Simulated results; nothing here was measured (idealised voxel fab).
This is a process module. Its name is voxel double patterning.
Section cut is 235 nm wide and gridded with 5 nm square cells.
Cross-section format: a grid of square cells, given as bands from top to bottom; each band is one or more rows of cells.
Top height, bottom height, nm. Materials left to right, width each, nm. Single material + "everywhere" = fills band edge to edge. "air" = empty.
Counting heights begins at 0, where everything beneath is, in the wafer as received, one material. The lowest band has no bottom; it goes on downwards, as "0 nm and below" shows.
Per-row width for "30->40": begins at first number (top row of band), ends at second number (bottom row), increment between rows held constant.
"everything unchanged" -> step changed no cross-section cell.
Heads up: "Sealed void inventory" only lists the empty pockets with no open path to the top that are 8 cells or more, and it writes them as width x height at distance, distance from the left edge, in nm.
Past the settings on a step's line: simulator remark, on that step.
The setting "overlay nm" may be written on the line of a step. When the step uses a mask, the value reports how far to the right of the planned place the mask lay, and a negative value reports that it lay to the left.

Process steps - plan:
| 1 | RECEIVE: material Si |
| 2 | CONFORMAL_DEP: material SiN, thk nm 5 |
| 3 | DIRECTIONAL_DEP: material SiO2, thk nm 15 |
| 4 | DIRECTIONAL_DEP: material SiCN, thk nm 10 |
| 5 | PATTERN: tone open, mask id FIRST, material resist, width nm 15, pitch nm 50, thk nm 15, overlay nm 0 |
| 6 | DIRECTIONAL_ETCH: etch materials SiCN, depth nm 10 |
| 7 | STRIP: etch materials resist |
| 8 | MASKED_ETCH: tone open, mask id SECOND, width nm 15, etch materials SiCN, depth nm 10, overlay nm 0 |
| 9 | DIRECTIONAL_ETCH: etch materials SiO2, depth nm 15 |
| 10 | STRIP: etch materials SiCN |

This is the cross-section of the wafer as we received it, i.e. after step 1:
  0 nm and below | Si everywhere
  Sealed void inventory: none

Cross-section, first of two wafers, end of module, run as planned:
  20 nm to 5 nm | SiO2=85; air=15; SiO2=10; air=15; SiO2=10; air=15; SiO2=85
  5 nm to 0 nm | SiN everywhere
  0 nm and below | Si everywhere
  Sealed void inventory: none

End-of-module cross-section of the second wafer: identical starting point and process plan to the first, with one processing mistake:
  20 nm to 5 nm | SiO2=85; air=30; SiO2=20; air=15; SiO2=85
  5 nm to 0 nm | SiN everywhere
  0 nm and below | Si everywhere
  Sealed void inventory: none
Nonconformance to the process plan: it should be noted that step 8 was executed with settings other than those planned, the operation and settings actually applied being MASKED_ETCH: tone open, mask id SECOND, width nm 15, etch materials SiCN, depth nm 10, overlay nm -10
Cell counts per material: same on both final wafers. Positions: different.
